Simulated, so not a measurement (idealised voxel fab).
The process module presented herein is designated voxel transistor to metal.
Shown is cross-section cut, with a width of 145 nm and square cells of size 5 nm.
Cross-section = grid of square cells, listed top down in bands; band = one or more rows.
Top, bottom (nm), then materials left to right with widths (nm); lone material tagged "all across" fills the whole band edge to edge; "blank" = empty space.
All heights in this document are referenced to 0, defined as the level beneath which the wafer, as received, consists entirely of one material. The lowest band is not bounded below; it extends indefinitely downward and is written in the form "0 -> down".
A two-number width, for instance "30 to 40", indicates that the width is equal to the first number in the top row of the band and to the second number in the bottom row, and that it changes by a constant amount per row of cells.
No cell of the cross-section changed in a step that is given as "same as before".
Entry "Unvented voids". Content: empty spaces with no open connection to the top, size 8 cells or greater. Each: width x height at distance. Distance: from left edge. Unit: nm.
Where a step's line continues beyond its settings, the continuation is a remark by the simulator itself on that step.
You can add "overlay nm" to a step's line. For a step with a mask, it describes how far the mask lay to the right of its planned position, and a negative number describes a lay to the left.
LISTED BELOW ARE THE PROCESS STEPS AS PLANNED
1) RECEIVE (material Si)
2) CONFORMAL_DEP (material SiO2; thk nm 5)
3) CONFORMAL_DEP (material SiN; thk nm 10)
4) MASKED_ETCH (tone cover; mask id ACTIVE; width nm 95; etch materials SiN; depth nm 10; overlay nm 0)
5) MASKED_ETCH (tone cover; mask id ACTIVE; width nm 95; etch materials SiO2; depth nm 5; overlay nm 0)
6) MASKED_ETCH (tone cover; mask id ACTIVE; width nm 95; etch materials Si; depth nm 35; overlay nm 0)
7) OXIDIZE (depth nm 5)
8) FILL_DEP (material SiO2; thk nm 15)
9) CMP (height nm 15)
10) SELECTIVE_ETCH (etch materials SiO2; depth nm 10)
11) STRIP (etch materials SiN)
12) SELECTIVE_ETCH (etch materials SiO2; depth nm 5)
13) OXIDIZE (depth nm 5)
14) DIRECTIONAL_DEP (material polySi; thk nm 30)
15) DIRECTIONAL_DEP (material SiCN; thk nm 10)
16) MASKED_ETCH (tone cover; mask id GATE; width nm 25; etch materials SiCN; depth nm 20; overlay nm 0)
17) MASKED_ETCH (tone cover; mask id GATE; width nm 25; etch materials polySi; depth nm 40; overlay nm 0)
18) CONFORMAL_DEP (material SiN; thk nm 5)
19) DIRECTIONAL_ETCH (etch materials SiN; depth nm 5)
20) DIRECTIONAL_ETCH (etch materials SiO2; depth nm 5)
21) EPI (material SiGe; thk nm 5)
22) FILL_DEP (material SiO2; thk nm 5)
23) CMP (height nm 40)
24) DIRECTIONAL_DEP (material SiO2; thk nm 10)
25) PATTERN (tone open; mask id CONTACT; material resist; width nm 15; pitch nm 70; thk nm 20; overlay nm 0)
26) DIRECTIONAL_ETCH (etch materials SiO2; depth nm 50)
27) STRIP (etch materials resist)
28) CONFORMAL_DEP (material TiN; thk nm 5)
29) FILL_DEP (material W; thk nm 10)
30) CMP (height nm 50)
31) CONFORMAL_DEP (material SiCN; thk nm 5)
32) DIRECTIONAL_DEP (material lowk; thk nm 25)
33) DIRECTIONAL_DEP (material aC; thk nm 15)
34) PATTERN (tone open; mask id METAL_1; material resist; width nm 15; pitch nm 70; thk nm 30; overlay nm 0)
35) DIRECTIONAL_ETCH (etch materials aC; depth nm 15)
36) STRIP (etch materials resist)
37) DIRECTIONAL_ETCH (etch materials lowk; depth nm 25)
38) DIRECTIONAL_ETCH (etch materials SiCN; depth nm 5)
39) STRIP (etch materials aC)
40) CONFORMAL_DEP (material TiN; thk nm 5)
41) FILL_DEP (material Ru; thk nm 10)
42) CMP (height nm 80)
43) CONFORMAL_DEP (material SiCN; thk nm 5)
44) DIRECTIONAL_DEP (material lowk; thk nm 35)
45) PATTERN (tone open; mask id METAL_2; material resist; width nm 15; pitch nm 70; thk nm 15; overlay nm 0)
46) DIRECTIONAL_ETCH (etch materials lowk; depth nm 20)
47) STRIP (etch materials resist)
48) MASKED_ETCH (tone open; mask id METAL_2_HOLES; width nm 15; pitch nm 70; etch materials lowk; depth nm 15; overlay nm 0)
49) MASKED_ETCH (tone open; mask id METAL_2_HOLES; width nm 15; pitch nm 70; etch materials SiCN; depth nm 5; overlay nm 0)
50) CONFORMAL_DEP (material TiN; thk nm 5)
51) FILL_DEP (material Ru; thk nm 10)
52) CMP (height nm 120)
53) CONFORMAL_DEP (material SiN; thk nm 5)
The wafers in this document start out alike and differ in the thk nm applied at step 40; the plan shows the value used for the first wafer.
INCOMING STATE OF THE FIRST OF SEVERAL WAFERS IN CROSS-SECTION: AFTER STEP 1
> 0 -> down = Si all across
> Unvented voids: none
HEADS UP, THIS TABLE GOES WAFER BY WAFER. A ROW TELLS YOU, AT THE END OF THE MODULE, HOW MANY CELLS OF EACH MATERIAL THAT WAFER HAS PUT ON (+) OR DROPPED (-) SINCE IT WAS RECEIVED, AND THEN ITS CLOSED VOIDS
thk nm 5 | +24 Ru | -113 Si | +56 SiCN | +12 SiGe | +45 SiN | +275 SiO2 | +102 TiN | +18 W | +276 lowk | +30 polySi | Unvented voids: none
thk nm 10 | +14 Ru | -113 Si | +56 SiCN | +12 SiGe | +45 SiN | +275 SiO2 | +112 TiN | +18 W | +276 lowk | +30 polySi | Unvented voids: none
thk nm 15 | +14 Ru | -113 Si | +56 SiCN | +12 SiGe | +45 SiN | +275 SiO2 | +112 TiN | +18 W | +276 lowk | +30 polySi | Unvented voids: none
thk nm 20 | +14 Ru | -113 Si | +56 SiCN | +12 SiGe | +45 SiN | +275 SiO2 | +112 TiN | +18 W | +276 lowk | +30 polySi | Unvented voids: none
